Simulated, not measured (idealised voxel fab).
The following process module bears the name voxel self aligned vias.
Xsec cut, 240 nm wide, square cell size 5 nm.
Square cells in a grid make up a cross-section in this document, and the grid is given as bands, listed from the top down, each one or more rows of cells.
First you get the band's top height and its bottom height, in nm, and then the materials it's made of, left to right, with each width in nm. If you see a single material with "edge to edge", that one covers the band edge to edge. "blank" is empty space.
A quick word on heights: they are counted from 0, and under that level the wafer as it came to us is one material throughout. The lowest band is different from the rest in having no bottom; it simply continues downward, written as in "from 0 down".
The expression "30..40" gives the width at the extremes of the band, the first number at its top row of cells and the second at its bottom row, with the width changing by equal amounts from each row to the next in between.
No cell of the cross-section changed in a step that is given as "nothing got changed".
"Fully closed voids" lists enclosed empty spaces (at least 8 cells, no open path upward to the top), each as width x height at distance from the left edge, in nm.
after a step's settings: what the simulator itself notes on the step
overlay nm: for a step with a mask, the amount by which the mask lay right of where it was planned; a negative amount means left of it.
Pairs from here to the end. Each: cross-section before one process step, cross-section after it, the latter only as far down as the lowest band that changed. Under each: the step between, and its settings. Mind that the pairs may be taken from different runs of this module on the same starting wafer; whether a pair continues from the pair above depends on its entry headed "State before", and it does only where that entry says so.

-- State before
from 65 to 55 | aC 65 nm / blank 40 nm / aC 25 nm / blank 40 nm / aC 70 nm
from 55 to 40 | SiO2 65 nm / blank 40 nm / SiO2 25 nm / blank 40 nm / SiO2 70 nm
from 40 to 30 | SiO2 75 nm / SiN 20 nm / SiO2 45 nm / SiN 20 nm / SiO2 80 nm
from 30 to 20 | SiO2 75 nm / TiN 5 nm / W 10 nm / TiN 5 nm / SiO2 45 nm / TiN 5 nm / W 10 nm / TiN 5 nm / SiO2 80 nm
from 20 to 15 | SiO2 75 nm / TiN 20 nm / SiO2 45 nm / TiN 20 nm / SiO2 80 nm
from 15 to 5 | SiO2 edge to edge
from 5 to 0 | SiCN edge to edge
from 0 down | Si edge to edge
Fully closed voids: none

-- State After Step
from 65 to 55 | aC 65 nm / blank 40 nm / aC 25 nm / blank 40 nm / aC 70 nm
from 55 to 40 | SiO2 65 nm / blank 40 nm / SiO2 25 nm / blank 40 nm / SiO2 70 nm
from 40 to 30 | SiO2 75 nm / blank 20 nm / SiO2 45 nm / blank 20 nm / SiO2 80 nm
Whatever lies below 30 is exactly as it was before.
Fully closed voids: none
It is this step that lies between the two cross-sections above: DIRECTIONAL_ETCH, etch materials SiN, depth nm 10

State before: The cross-section prior to this step is the one presented after the step of the pair immediately above.

-- State After Step
from 55 to 40 | SiO2 65 nm / blank 40 nm / SiO2 25 nm / blank 40 nm / SiO2 70 nm
Whatever lies below 40 is exactly as it was before.
Fully closed voids: none
It is this step that lies between the two cross-sections above: STRIP, etch materials aC

State before: The cross-section prior to this step is the one presented after the step of the pair immediately above.

-- State After Step
from 60 to 55 | TiN 70 nm / blank 30 nm / TiN 35 nm / blank 30 nm / TiN 75 nm
from 55 to 45 | SiO2 65 nm / TiN 5 nm / blank 30 nm / TiN 5 nm / SiO2 25 nm / TiN 5 nm / blank 30 nm / TiN 5 nm / SiO2 70 nm
from 45 to 35 | SiO2 65..75 nm / TiN 15..5 nm / blank 10 nm / TiN 15..5 nm / SiO2 25..45 nm / TiN 15..5 nm / blank 10 nm / TiN 15..5 nm / SiO2 70..80 nm
from 35 to 30 | SiO2 75 nm / TiN 20 nm / SiO2 45 nm / TiN 20 nm / SiO2 80 nm
Whatever lies below 30 is exactly as it was before.
Fully closed voids: none
It is this step that lies between the two cross-sections above: CONFORMAL_DEP, material TiN, thk nm 5

State before: The cross-section prior to this step is the one presented after the step of the pair immediately above.

-- State After Step
from 65 to 60 | Ru edge to edge
from 60 to 55 | TiN 70 nm / Ru 30 nm / TiN 35 nm / Ru 30 nm / TiN 75 nm
from 55 to 45 | SiO2 65 nm / TiN 5 nm / Ru 30 nm / TiN 5 nm / SiO2 25 nm / TiN 5 nm / Ru 30 nm / TiN 5 nm / SiO2 70 nm
from 45 to 35 | SiO2 65..75 nm / TiN 15..5 nm / Ru 10 nm / TiN 15..5 nm / SiO2 25..45 nm / TiN 15..5 nm / Ru 10 nm / TiN 15..5 nm / SiO2 70..80 nm
Whatever lies below 35 is exactly as it was before.
Fully closed voids: none
It is this step that lies between the two cross-sections above: FILL_DEP, material Ru, thk nm 5

State before: The cross-section prior to this step is the one presented after the step of the pair immediately above.

-- State After Step
from 55 to 45 | SiO2 65 nm / TiN 5 nm / Ru 30 nm / TiN 5 nm / SiO2 25 nm / TiN 5 nm / Ru 30 nm / TiN 5 nm / SiO2 70 nm
Whatever lies below 45 is exactly as it was before.
Fully closed voids: none
It is this step that lies between the two cross-sections above: CMP, height nm 55

State before: The cross-section prior to this step is the one presented after the step of the pair immediately above.

-- State After Step
from 60 to 55 | SiN edge to edge
Whatever lies below 55 is exactly as it was before.
Fully closed voids: none
It is this step that lies between the two cross-sections above: CONFORMAL_DEP, material SiN, thk nm 5

-- State before
from 40 to 20 | SiO2 75 nm / TiN 5 nm / W 10 nm / TiN 5 nm / SiO2 45 nm / TiN 5 nm / W 10 nm / TiN 5 nm / SiO2 80 nm
from 20 to 15 | SiO2 75 nm / TiN 20 nm / SiO2 45 nm / TiN 20 nm / SiO2 80 nm
from 15 to 10 | SiCN edge to edge
from 10 to 0 | SiO2 edge to edge
from 0 down | Si edge to edge
Fully closed voids: none

-- State After Step
from 40 to 25 | SiO2 75 nm / blank 20 nm / SiO2 45 nm / blank 20 nm / SiO2 80 nm
Whatever lies below 25 is exactly as it was before.
Fully closed voids: none
It is this step that lies between the two cross-sections above: SELECTIVE_ETCH, etch materials W Ru TiN, depth nm 15

State before: The cross-section prior to this step is the one presented after the step of the pair immediately above.

-- State After Step
from 45 to 40 | SiN edge to edge
from 40 to 25 | SiO2 75 nm / SiN 20 nm / SiO2 45 nm / SiN 20 nm / SiO2 80 nm
Whatever lies below 25 is exactly as it was before.
Fully closed voids: none
It is this step that lies between the two cross-sections above: FILL_DEP, material SiN, thk nm 5

State before: The cross-section prior to this step is the one presented after the step of the pair immediately above.

-- State After Step
from 40 to 25 | SiO2 75 nm / SiN 20 nm / SiO2 45 nm / SiN 20 nm / SiO2 80 nm
Whatever lies below 25 is exactly as it was before.
Fully closed voids: none
It is this step that lies between the two cross-sections above: CMP, height nm 40

State before: The cross-section prior to this step is the one presented after the step of the pair immediately above.

-- State After Step
from 55 to 40 | SiO2 edge to edge
Whatever lies below 40 is exactly as it was before.
Fully closed voids: none
It is this step that lies between the two cross-sections above: DIRECTIONAL_DEP, material SiO2, thk nm 15

State before: The cross-section prior to this step is the one presented after the step of the pair immediately above.

-- State After Step
from 65 to 55 | aC edge to edge
Whatever lies below 55 is exactly as it was before.
Fully closed voids: none
It is this step that lies between the two cross-sections above: DIRECTIONAL_DEP, material aC, thk nm 10

State before: The cross-section prior to this step is the one presented after the step of the pair immediately above.

-- State After Step
from 95 to 65 | resist 65 nm / blank 40 nm / resist 25 nm / blank 40 nm / resist 70 nm
Whatever lies below 65 is exactly as it was before.
Fully closed voids: none
It is this step that lies between the two cross-sections above: PATTERN, tone open, mask id VIAS, material resist, width nm 40, pitch nm 65, thk nm 30, overlay nm 0

State before: The cross-section prior to this step is the one presented after the step of the pair immediately above.

-- State After Step
from 85 to 65 | resist 65 nm / blank 40 nm / resist 25 nm / blank 40 nm / resist 70 nm
from 65 to 55 | aC 65 nm / blank 40 nm / aC 25 nm / blank 40 nm / aC 70 nm
Whatever lies below 55 is exactly as it was before.
Fully closed voids: none
It is this step that lies between the two cross-sections above: DIRECTIONAL_ETCH, etch materials aC, depth nm 10

State before: The cross-section prior to this step is the one presented after the step of the pair immediately above.

-- State After Step
from 65 to 55 | aC 65 nm / blank 40 nm / aC 25 nm / blank 40 nm / aC 70 nm
Whatever lies below 55 is exactly as it was before.
Fully closed voids: none
It is this step that lies between the two cross-sections above: STRIP, etch materials resist

State before: The cross-section prior to this step is the one presented after the step of the pair immediately above.

-- State After Step
from 65 to 55 | aC 65 nm / blank 40 nm / aC 25 nm / blank 40 nm / aC 70 nm
from 55 to 40 | SiO2 65 nm / blank 40 nm / SiO2 25 nm / blank 40 nm / SiO2 70 nm
Whatever lies below 40 is exactly as it was before.
Fully closed voids: none
It is this step that lies between the two cross-sections above: DIRECTIONAL_ETCH, etch materials SiO2, depth nm 15

State before: The cross-section prior to this step is the one presented after the step of the pair immediately above.

-- State After Step
from 65 to 55 | aC 65 nm / blank 40 nm / aC 25 nm / blank 40 nm / aC 70 nm
from 55 to 40 | SiO2 65 nm / blank 40 nm / SiO2 25 nm / blank 40 nm / SiO2 70 nm
from 40 to 30 | SiO2 75 nm / blank 20 nm / SiO2 45 nm / blank 20 nm / SiO2 80 nm
Whatever lies below 30 is exactly as it was before.
Fully closed voids: none
It is this step that lies between the two cross-sections above: DIRECTIONAL_ETCH, etch materials SiN, depth nm 10

State before: The cross-section prior to this step is the one presented after the step of the pair immediately above.

-- State After Step
from 55 to 40 | SiO2 65 nm / blank 40 nm / SiO2 25 nm / blank 40 nm / SiO2 70 nm
Whatever lies below 40 is exactly as it was before.
Fully closed voids: none
It is this step that lies between the two cross-sections above: STRIP, etch materials aC

State before: The cross-section prior to this step is the one presented after the step of the pair immediately above.

-- State After Step
from 60 to 55 | TiN 70 nm / blank 30 nm / TiN 35 nm / blank 30 nm / TiN 75 nm
from 55 to 45 | SiO2 65 nm / TiN 5 nm / blank 30 nm / TiN 5 nm / SiO2 25 nm / TiN 5 nm / blank 30 nm / TiN 5 nm / SiO2 70 nm
from 45 to 35 | SiO2 65..75 nm / TiN 15..5 nm / blank 10 nm / TiN 15..5 nm / SiO2 25..45 nm / TiN 15..5 nm / blank 10 nm / TiN 15..5 nm / SiO2 70..80 nm
from 35 to 30 | SiO2 75 nm / TiN 20 nm / SiO2 45 nm / TiN 20 nm / SiO2 80 nm
Whatever lies below 30 is exactly as it was before.
Fully closed voids: none
It is this step that lies between the two cross-sections above: CONFORMAL_DEP, material TiN, thk nm 5

State before: The cross-section prior to this step is the one presented after the step of the pair immediately above.

-- State After Step
from 65 to 60 | Ru edge to edge
from 60 to 55 | TiN 70 nm / Ru 30 nm / TiN 35 nm / Ru 30 nm / TiN 75 nm
from 55 to 45 | SiO2 65 nm / TiN 5 nm / Ru 30 nm / TiN 5 nm / SiO2 25 nm / TiN 5 nm / Ru 30 nm / TiN 5 nm / SiO2 70 nm
from 45 to 35 | SiO2 65..75 nm / TiN 15..5 nm / Ru 10 nm / TiN 15..5 nm / SiO2 25..45 nm / TiN 15..5 nm / Ru 10 nm / TiN 15..5 nm / SiO2 70..80 nm
Whatever lies below 35 is exactly as it was before.
Fully closed voids: none
It is this step that lies between the two cross-sections above: FILL_DEP, material Ru, thk nm 5

State before: The cross-section prior to this step is the one presented after the step of the pair immediately above.

-- State After Step
from 55 to 45 | SiO2 65 nm / TiN 5 nm / Ru 30 nm / TiN 5 nm / SiO2 25 nm / TiN 5 nm / Ru 30 nm / TiN 5 nm / SiO2 70 nm
Whatever lies below 45 is exactly as it was before.
Fully closed voids: none
It is this step that lies between the two cross-sections above: CMP, height nm 55

State before: The cross-section prior to this step is the one presented after the step of the pair immediately above.

-- State After Step
from 60 to 55 | SiN edge to edge
Whatever lies below 55 is exactly as it was before.
Fully closed voids: none
It is this step that lies between the two cross-sections above: CONFORMAL_DEP, material SiN, thk nm 5

-- State before
from 65 to 55 | aC edge to edge
from 55 to 40 | SiO2 edge to edge
from 40 to 30 | SiO2 75 nm / SiN 20 nm / SiO2 45 nm / SiN 20 nm / SiO2 80 nm
from 30 to 20 | SiO2 75 nm / TiN 5 nm / W 10 nm / TiN 5 nm / SiO2 45 nm / TiN 5 nm / W 10 nm / TiN 5 nm / SiO2 80 nm
from 20 to 15 | SiO2 75 nm / TiN 20 nm / SiO2 45 nm / TiN 20 nm / SiO2 80 nm
from 15 to 10 | SiCN edge to edge
from 10 to 0 | SiO2 edge to edge
from 0 down | Si edge to edge
Fully closed voids: none

-- State After Step
from 95 to 65 | resist 60 nm / blank 50 nm / resist 15 nm / blank 50 nm / resist 65 nm
Whatever lies below 65 is exactly as it was before.
Fully closed voids: none
It is this step that lies between the two cross-sections above: PATTERN, tone open, mask id VIAS, material resist, width nm 50, pitch nm 65, thk nm 30, overlay nm 0

State before: The cross-section prior to this step is the one presented after the step of the pair immediately above.

-- State After Step
from 85 to 65 | resist 60 nm / blank 50 nm / resist 15 nm / blank 50 nm / resist 65 nm
from 65 to 55 | aC 60 nm / blank 50 nm / aC 15 nm / blank 50 nm / aC 65 nm
Whatever lies below 55 is exactly as it was before.
Fully closed voids: none
It is this step that lies between the two cross-sections above: DIRECTIONAL_ETCH, etch materials aC, depth nm 10

State before: The cross-section prior to this step is the one presented after the step of the pair immediately above.

-- State After Step
from 65 to 55 | aC 60 nm / blank 50 nm / aC 15 nm / blank 50 nm / aC 65 nm
Whatever lies below 55 is exactly as it was before.
Fully closed voids: none
It is this step that lies between the two cross-sections above: STRIP, etch materials resist

State before: The cross-section prior to this step is the one presented after the step of the pair immediately above.

-- State After Step
from 65 to 55 | aC 60 nm / blank 50 nm / aC 15 nm / blank 50 nm / aC 65 nm
from 55 to 40 | SiO2 60 nm / blank 50 nm / SiO2 15 nm / blank 50 nm / SiO2 65 nm
Whatever lies below 40 is exactly as it was before.
Fully closed voids: none
It is this step that lies between the two cross-sections above: DIRECTIONAL_ETCH, etch materials SiO2, depth nm 15

State before: The cross-section prior to this step is the one presented after the step of the pair immediately above.

-- State After Step
from 65 to 55 | aC 60 nm / blank 50 nm / aC 15 nm / blank 50 nm / aC 65 nm
from 55 to 40 | SiO2 60 nm / blank 50 nm / SiO2 15 nm / blank 50 nm / SiO2 65 nm
from 40 to 30 | SiO2 75 nm / blank 20 nm / SiO2 45 nm / blank 20 nm / SiO2 80 nm
Whatever lies below 30 is exactly as it was before.
Fully closed voids: none
It is this step that lies between the two cross-sections above: DIRECTIONAL_ETCH, etch materials SiN, depth nm 10

State before: The cross-section prior to this step is the one presented after the step of the pair immediately above.

-- State After Step
from 55 to 40 | SiO2 60 nm / blank 50 nm / SiO2 15 nm / blank 50 nm / SiO2 65 nm
Whatever lies below 40 is exactly as it was before.
Fully closed voids: none
It is this step that lies between the two cross-sections above: STRIP, etch materials aC

State before: The cross-section prior to this step is the one presented after the step of the pair immediately above.

-- State After Step
from 60 to 55 | TiN 65 nm / blank 40 nm / TiN 25 nm / blank 40 nm / TiN 70 nm
from 55 to 45 | SiO2 60 nm / TiN 5 nm / blank 40 nm / TiN 5 nm / SiO2 15 nm / TiN 5 nm / blank 40 nm / TiN 5 nm / SiO2 65 nm
from 45 to 35 | SiO2 60..75 nm / TiN 20..5 nm / blank 10 nm / TiN 20..5 nm / SiO2 15..45 nm / TiN 20..5 nm / blank 10 nm / TiN 20..5 nm / SiO2 65..80 nm
from 35 to 30 | SiO2 75 nm / TiN 20 nm / SiO2 45 nm / TiN 20 nm / SiO2 80 nm
Whatever lies below 30 is exactly as it was before.
Fully closed voids: none
It is this step that lies between the two cross-sections above: CONFORMAL_DEP, material TiN, thk nm 5

State before: The cross-section prior to this step is the one presented after the step of the pair immediately above.

-- State After Step
from 65 to 60 | Ru edge to edge
from 60 to 55 | TiN 65 nm / Ru 40 nm / TiN 25 nm / Ru 40 nm / TiN 70 nm
from 55 to 45 | SiO2 60 nm / TiN 5 nm / Ru 40 nm / TiN 5 nm / SiO2 15 nm / TiN 5 nm / Ru 40 nm / TiN 5 nm / SiO2 65 nm
from 45 to 35 | SiO2 60..75 nm / TiN 20..5 nm / Ru 10 nm / TiN 20..5 nm / SiO2 15..45 nm / TiN 20..5 nm / Ru 10 nm / TiN 20..5 nm / SiO2 65..80 nm
Whatever lies below 35 is exactly as it was before.
Fully closed voids: none
It is this step that lies between the two cross-sections above: FILL_DEP, material Ru, thk nm 5

State before: The cross-section prior to this step is the one presented after the step of the pair immediately above.

-- State After Step
from 55 to 45 | SiO2 60 nm / TiN 5 nm / Ru 40 nm / TiN 5 nm / SiO2 15 nm / TiN 5 nm / Ru 40 nm / TiN 5 nm / SiO2 65 nm
Whatever lies below 45 is exactly as it was before.
Fully closed voids: none
It is this step that lies between the two cross-sections above: CMP, height nm 55

State before: The cross-section prior to this step is the one presented after the step of the pair immediately above.

-- State After Step
from 60 to 55 | SiN edge to edge
Whatever lies below 55 is exactly as it was before.
Fully closed voids: none
It is this step that lies between the two cross-sections above: CONFORMAL_DEP, material SiN, thk nm 5

-- State before
from 65 to 55 | aC edge to edge
from 55 to 40 | SiO2 edge to edge
from 40 to 30 | SiO2 75 nm / SiN 20 nm / SiO2 45 nm / SiN 20 nm / SiO2 80 nm
from 30 to 20 | SiO2 75 nm / TiN 5 nm / W 10 nm / TiN 5 nm / SiO2 45 nm / TiN 5 nm / W 10 nm / TiN 5 nm / SiO2 80 nm
from 20 to 15 | SiO2 75 nm / TiN 20 nm / SiO2 45 nm / TiN 20 nm / SiO2 80 nm
from 15 to 10 | SiCN edge to edge
from 10 to 0 | SiO2 edge to edge
from 0 down | Si edge to edge
Fully closed voids: none

-- State After Step
from 95 to 65 | resist 75 nm / blank 40 nm / resist 25 nm / blank 40 nm / resist 60 nm
Whatever lies below 65 is exactly as it was before.
Fully closed voids: none
It is this step that lies between the two cross-sections above: PATTERN, tone open, mask id VIAS, material resist, width nm 40, pitch nm 65, thk nm 30, overlay nm 10

State before: The cross-section prior to this step is the one presented after the step of the pair immediately above.

-- State After Step
from 85 to 65 | resist 75 nm / blank 40 nm / resist 25 nm / blank 40 nm / resist 60 nm
from 65 to 55 | aC 75 nm / blank 40 nm / aC 25 nm / blank 40 nm / aC 60 nm
Whatever lies below 55 is exactly as it was before.
Fully closed voids: none
It is this step that lies between the two cross-sections above: DIRECTIONAL_ETCH, etch materials aC, depth nm 10

State before: The cross-section prior to this step is the one presented after the step of the pair immediately above.

-- State After Step
from 65 to 55 | aC 75 nm / blank 40 nm / aC 25 nm / blank 40 nm / aC 60 nm
Whatever lies below 55 is exactly as it was before.
Fully closed voids: none
It is this step that lies between the two cross-sections above: STRIP, etch materials resist

State before: The cross-section prior to this step is the one presented after the step of the pair immediately above.

-- State After Step
from 65 to 55 | aC 75 nm / blank 40 nm / aC 25 nm / blank 40 nm / aC 60 nm
from 55 to 40 | SiO2 75 nm / blank 40 nm / SiO2 25 nm / blank 40 nm / SiO2 60 nm
Whatever lies below 40 is exactly as it was before.
Fully closed voids: none
It is this step that lies between the two cross-sections above: DIRECTIONAL_ETCH, etch materials SiO2, depth nm 15

State before: The cross-section prior to this step is the one presented after the step of the pair immediately above.

-- State After Step
from 65 to 55 | aC 75 nm / blank 40 nm / aC 25 nm / blank 40 nm / aC 60 nm
from 55 to 40 | SiO2 75 nm / blank 40 nm / SiO2 25 nm / blank 40 nm / SiO2 60 nm
from 40 to 30 | SiO2 75 nm / blank 20 nm / SiO2 45 nm / blank 20 nm / SiO2 80 nm
Whatever lies below 30 is exactly as it was before.
Fully closed voids: none
It is this step that lies between the two cross-sections above: DIRECTIONAL_ETCH, etch materials SiN, depth nm 10

State before: The cross-section prior to this step is the one presented after the step of the pair immediately above.

-- State After Step
from 55 to 40 | SiO2 75 nm / blank 40 nm / SiO2 25 nm / blank 40 nm / SiO2 60 nm
Whatever lies below 40 is exactly as it was before.
Fully closed voids: none
It is this step that lies between the two cross-sections above: STRIP, etch materials aC

State before: The cross-section prior to this step is the one presented after the step of the pair immediately above.

-- State After Step
from 60 to 55 | TiN 80 nm / blank 30 nm / TiN 35 nm / blank 30 nm / TiN 65 nm
from 55 to 45 | SiO2 75 nm / TiN 5 nm / blank 30 nm / TiN 5 nm / SiO2 25 nm / TiN 5 nm / blank 30 nm / TiN 5 nm / SiO2 60 nm
from 45 to 35 | SiO2 75 nm / TiN 5 nm / blank 10 nm / TiN 25..5 nm / SiO2 25..45 nm / TiN 5 nm / blank 10 nm / TiN 25..5 nm / SiO2 60..80 nm
from 35 to 30 | SiO2 75 nm / TiN 20 nm / SiO2 45 nm / TiN 20 nm / SiO2 80 nm
Whatever lies below 30 is exactly as it was before.
Fully closed voids: none
It is this step that lies between the two cross-sections above: CONFORMAL_DEP, material TiN, thk nm 5

State before: The cross-section prior to this step is the one presented after the step of the pair immediately above.

-- State After Step
from 65 to 60 | Ru edge to edge
from 60 to 55 | TiN 80 nm / Ru 30 nm / TiN 35 nm / Ru 30 nm / TiN 65 nm
from 55 to 45 | SiO2 75 nm / TiN 5 nm / Ru 30 nm / TiN 5 nm / SiO2 25 nm / TiN 5 nm / Ru 30 nm / TiN 5 nm / SiO2 60 nm
from 45 to 35 | SiO2 75 nm / TiN 5 nm / Ru 10 nm / TiN 25..5 nm / SiO2 25..45 nm / TiN 5 nm / Ru 10 nm / TiN 25..5 nm / SiO2 60..80 nm
Whatever lies below 35 is exactly as it was before.
Fully closed voids: none
It is this step that lies between the two cross-sections above: FILL_DEP, material Ru, thk nm 5

State before: The cross-section prior to this step is the one presented after the step of the pair immediately above.

-- State After Step
from 55 to 45 | SiO2 75 nm / TiN 5 nm / Ru 30 nm / TiN 5 nm / SiO2 25 nm / TiN 5 nm / Ru 30 nm / TiN 5 nm / SiO2 60 nm
Whatever lies below 45 is exactly as it was before.
Fully closed voids: none
It is this step that lies between the two cross-sections above: CMP, height nm 55

State before: The cross-section prior to this step is the one presented after the step of the pair immediately above.

-- State After Step
from 60 to 55 | SiN edge to edge
Whatever lies below 55 is exactly as it was before.
Fully closed voids: none
It is this step that lies between the two cross-sections above: CONFORMAL_DEP, material SiN, thk nm 5

-- State before
from 55 to 45 | SiO2 65 nm / TiN 5 nm / Ru 30 nm / TiN 5 nm / SiO2 25 nm / TiN 5 nm / Ru 30 nm / TiN 5 nm / SiO2 70 nm
from 45 to 35 | SiO2 65..75 nm / TiN 15..5 nm / Ru 10 nm / TiN 15..5 nm / SiO2 25..45 nm / TiN 15..5 nm / Ru 10 nm / TiN 15..5 nm / SiO2 70..80 nm
from 35 to 30 | SiO2 75 nm / TiN 20 nm / SiO2 45 nm / TiN 20 nm / SiO2 80 nm
from 30 to 20 | SiO2 75 nm / TiN 5 nm / W 10 nm / TiN 5 nm / SiO2 45 nm / TiN 5 nm / W 10 nm / TiN 5 nm / SiO2 80 nm
from 20 to 15 | SiO2 75 nm / TiN 20 nm / SiO2 45 nm / TiN 20 nm / SiO2 80 nm
from 15 to 10 | SiCN edge to edge
from 10 to 0 | SiO2 edge to edge
from 0 down | Si edge to edge
Fully closed voids: none

-- State After Step
from 60 to 55 | W edge to edge
Whatever lies below 55 is exactly as it was before.
Fully closed voids: none
It is this step that lies between the two cross-sections above: CONFORMAL_DEP, material W, thk nm 5

-- State before
from 65 to 55 | aC edge to edge
from 55 to 40 | SiO2 edge to edge
from 40 to 30 | SiO2 75 nm / SiN 20 nm / SiO2 45 nm / SiN 20 nm / SiO2 80 nm
from 30 to 20 | SiO2 75 nm / TiN 5 nm / W 10 nm / TiN 5 nm / SiO2 45 nm / TiN 5 nm / W 10 nm / TiN 5 nm / SiO2 80 nm
from 20 to 15 | SiO2 75 nm / TiN 20 nm / SiO2 45 nm / TiN 20 nm / SiO2 80 nm
from 15 to 10 | SiCN edge to edge
from 10 to 0 | SiO2 edge to edge
from 0 down | Si edge to edge
Fully closed voids: none

-- State After Step
from 95 to 65 | blank 65 nm / resist 40 nm / blank 25 nm / resist 40 nm / blank 70 nm
Whatever lies below 65 is exactly as it was before.
Fully closed voids: none
It is this step that lies between the two cross-sections above: PATTERN, tone cover, mask id VIAS, material resist, width nm 40, pitch nm 65, thk nm 30, overlay nm 0

State before: The cross-section prior to this step is the one presented after the step of the pair immediately above.

-- State After Step
from 85 to 65 | blank 65 nm / resist 40 nm / blank 25 nm / resist 40 nm / blank 70 nm
from 65 to 55 | blank 65 nm / aC 40 nm / blank 25 nm / aC 40 nm / blank 70 nm
Whatever lies below 55 is exactly as it was before.
Fully closed voids: none
It is this step that lies between the two cross-sections above: DIRECTIONAL_ETCH, etch materials aC, depth nm 10

State before: The cross-section prior to this step is the one presented after the step of the pair immediately above.

-- State After Step
from 65 to 55 | blank 65 nm / aC 40 nm / blank 25 nm / aC 40 nm / blank 70 nm
Whatever lies below 55 is exactly as it was before.
Fully closed voids: none
It is this step that lies between the two cross-sections above: STRIP, etch materials resist

State before: The cross-section prior to this step is the one presented after the step of the pair immediately above.

-- State After Step
from 65 to 55 | blank 65 nm / aC 40 nm / blank 25 nm / aC 40 nm / blank 70 nm
from 55 to 40 | blank 65 nm / SiO2 40 nm / blank 25 nm / SiO2 40 nm / blank 70 nm
Whatever lies below 40 is exactly as it was before.
Fully closed voids: none
It is this step that lies between the two cross-sections above: DIRECTIONAL_ETCH, etch materials SiO2, depth nm 15

State before: The cross-section prior to this step is the one presented after the step of the pair immediately above.

-- State After Step
from 55 to 40 | blank 65 nm / SiO2 40 nm / blank 25 nm / SiO2 40 nm / blank 70 nm
Whatever lies below 40 is exactly as it was before.
Fully closed voids: none
It is this step that lies between the two cross-sections above: STRIP, etch materials aC

State before: The cross-section prior to this step is the one presented after the step of the pair immediately above.

-- State After Step
from 60 to 55 | blank 60 nm / TiN 50 nm / blank 15 nm / TiN 50 nm / blank 65 nm
from 55 to 45 | blank 60 nm / TiN 5 nm / SiO2 40 nm / TiN 5 nm / blank 15 nm / TiN 5 nm / SiO2 40 nm / TiN 5 nm / blank 65 nm
from 45 to 40 | TiN 65 nm / SiO2 40 nm / TiN 25 nm / SiO2 40 nm / TiN 70 nm
Whatever lies below 40 is exactly as it was before.
Fully closed voids: none
It is this step that lies between the two cross-sections above: CONFORMAL_DEP, material TiN, thk nm 5

State before: The cross-section prior to this step is the one presented after the step of the pair immediately above.

-- State After Step
from 65 to 60 | Ru edge to edge
from 60 to 55 | Ru 60 nm / TiN 50 nm / Ru 15 nm / TiN 50 nm / Ru 65 nm
from 55 to 45 | Ru 60 nm / TiN 5 nm / SiO2 40 nm / TiN 5 nm / Ru 15 nm / TiN 5 nm / SiO2 40 nm / TiN 5 nm / Ru 65 nm
Whatever lies below 45 is exactly as it was before.
Fully closed voids: none
It is this step that lies between the two cross-sections above: FILL_DEP, material Ru, thk nm 5

State before: The cross-section prior to this step is the one presented after the step of the pair immediately above.

-- State After Step
from 55 to 45 | Ru 60 nm / TiN 5 nm / SiO2 40 nm / TiN 5 nm / Ru 15 nm / TiN 5 nm / SiO2 40 nm / TiN 5 nm / Ru 65 nm
Whatever lies below 45 is exactly as it was before.
Fully closed voids: none
It is this step that lies between the two cross-sections above: CMP, height nm 55

State before: The cross-section prior to this step is the one presented after the step of the pair immediately above.

-- State After Step
from 60 to 55 | SiN edge to edge
Whatever lies below 55 is exactly as it was before.
Fully closed voids: none
It is this step that lies between the two cross-sections above: CONFORMAL_DEP, material SiN, thk nm 5
